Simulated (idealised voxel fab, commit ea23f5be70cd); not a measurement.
Proc. module: voxel gate over fins
Cross-section cut: width 240 nm, square cells of 5 nm.
In this document a cross-section is written as a grid of square cells. It is given as a series of bands, listed from the top down, and a band is one or more rows of cells. The entry gives the band's vertical extent as a top height and a bottom height in nm, then its horizontal make-up as materials from left to right, each with a width in nm. "empty" stands for empty space; a single material marked "everywhere" fills the band edge to edge. All heights in this document are referenced to 0, defined as the level beneath which the wafer, as received, consists entirely of one material. The lowest band is not bounded below; it extends indefinitely downward and is written in the form "0 nm and below". Width "30 to 40": first value at the band's top row of cells, second value at its bottom row, equal change from row to row. "remains unaltered", as given for a step, is the statement that not any cell of the cross-section underwent a change during that step. Look at "Voids, fully enclosed" for the closed voids: empty spaces with no open path to the top, sized 8 cells or up. Each is width x height at distance, distance from the left edge, all nm. Step line, after settings: the simulator's comment on this step. overlay nm: mask offset rightward from planned place, masked step; negative means leftward offset.

**Steps in the process plan**
1) RECEIVE [material Si]
2) CONFORMAL_DEP [material SiN] [thk nm 10]
3) MASKED_ETCH [tone cover] [mask id FINS] [width nm 15] [pitch nm 60] [etch materials SiN] [depth nm 10] [overlay nm 0]
4) MASKED_ETCH [tone cover] [mask id FINS] [width nm 15] [pitch nm 60] [etch materials Si] [depth nm 40] [overlay nm 0]
5) FILL_DEP [material SiO2] [thk nm 15]
6) CMP [height nm 10]
7) PATTERN [tone open] [mask id RAIL] [material resist] [width nm 15] [thk nm 15] [overlay nm 0]
8) DIRECTIONAL_ETCH [etch materials SiO2] [depth nm 45]
9) STRIP [etch materials resist]
10) CONFORMAL_DEP [material TiN] [thk nm 5]
11) FILL_DEP [material W] [thk nm 5]
12) CMP [height nm 10]
13) SELECTIVE_ETCH [etch materials W Ru TiN] [depth nm 30]
14) FILL_DEP [material SiO2] [thk nm 5]
15) CMP [height nm 10]
16) SELECTIVE_ETCH [etch materials SiO2] [depth nm 25]
17) STRIP [etch materials SiN]
18) CONFORMAL_DEP [material HfO2] [thk nm 5]
19) CONFORMAL_DEP [material TiN] [thk nm 5]
20) FILL_DEP [material W] [thk nm 10]
21) CMP [height nm 15]
22) CONFORMAL_DEP [material SiN] [thk nm 10]

**Incoming wafer in cross-section (state: after step 1)**
    0 nm and below | Si everywhere
    Voids, fully enclosed: none

**End-of-module XS, first of two wafers, run as planned**
    25 nm to 15 nm | SiN everywhere
    15 nm to 10 nm | W everywhere
    10 nm to 5 nm | W: 70 / TiN: 35 / W: 25 / TiN: 35 / W: 75
    5 nm to 0 nm | W: 70 / TiN: 5 / HfO2: 25 / TiN: 5 / W: 25 / TiN: 5 / HfO2: 25 / TiN: 5 / W: 75
    0 nm to -5 nm | W: 70 / TiN: 5 / HfO2: 5 / Si: 15 / HfO2: 5 / TiN: 5 / W: 25 / TiN: 5 / HfO2: 5 / Si: 15 / HfO2: 5 / TiN: 5 / W: 75
    -5 nm to -10 nm | TiN: 75 / HfO2: 5 / Si: 15 / HfO2: 5 / TiN: 35 / HfO2: 5 / Si: 15 / HfO2: 5 / TiN: 80
    -10 nm to -15 nm | HfO2: 80 / Si: 15 / HfO2: 45 / Si: 15 / HfO2: 85
    -15 nm to -20 nm | SiO2: 80 / Si: 15 / SiO2: 45 / Si: 15 / SiO2: 85
    -20 nm to -30 nm | SiO2: 80 / Si: 15 / SiO2: 15 / TiN: 5 / W: 5 / TiN: 5 / SiO2: 15 / Si: 15 / SiO2: 85
    -30 nm to -35 nm | SiO2: 80 / Si: 15 / SiO2: 15 / TiN: 15 / SiO2: 15 / Si: 15 / SiO2: 85
    -35 nm to -40 nm | SiO2: 80 / Si: 15 / SiO2: 45 / Si: 15 / SiO2: 85
    -40 nm and below | Si everywhere
    Voids, fully enclosed: none

**Cross-sectional image of the second wafer of the two following completion of the module. Starting state and process plan were the same as for the first wafer; one execution error occurred**
    25 nm to 15 nm | SiN everywhere
    15 nm to 10 nm | W everywhere
    10 nm to 5 nm | W: 70 / TiN: 35 / W: 25 / TiN: 35 / W: 75
    5 nm to 0 nm | W: 70 / TiN: 5 / HfO2: 25 / TiN: 5 / W: 25 / TiN: 5 / HfO2: 25 / TiN: 5 / W: 75
    0 nm to -5 nm | W: 70 / TiN: 5 / HfO2: 5 / Si: 15 / HfO2: 5 / TiN: 5 / W: 25 / TiN: 5 / HfO2: 5 / Si: 15 / HfO2: 5 / TiN: 5 / W: 75
    -5 nm to -10 nm | TiN: 75 / HfO2: 5 / Si: 15 / HfO2: 5 / TiN: 35 / HfO2: 5 / Si: 15 / HfO2: 5 / TiN: 80
    -10 nm to -15 nm | HfO2: 80 / Si: 15 / HfO2: 45 / Si: 15 / HfO2: 85
    -15 nm to -20 nm | SiO2: 80 / Si: 15 / SiO2: 45 / Si: 15 / SiO2: 85
    -20 nm to -30 nm | SiO2: 80 / Si: 15 / SiO2: 25 / TiN: 5 / W: 5 / TiN: 5 / SiO2: 5 / Si: 15 / SiO2: 85
    -30 nm to -35 nm | SiO2: 80 / Si: 15 / SiO2: 25 / TiN: 15 / SiO2: 5 / Si: 15 / SiO2: 85
    -35 nm to -40 nm | SiO2: 80 / Si: 15 / SiO2: 45 / Si: 15 / SiO2: 85
    -40 nm and below | Si everywhere
    Voids, fully enclosed: none
What broke from the plan during processing? for step 7, the planned setting was not used; the step was instead run as PATTERN [tone open] [mask id RAIL] [material resist] [width nm 15] [thk nm 15] [overlay nm 10]
So at the finish, the second wafer's got exactly as many cells of each material as the first, just not in the same spots.
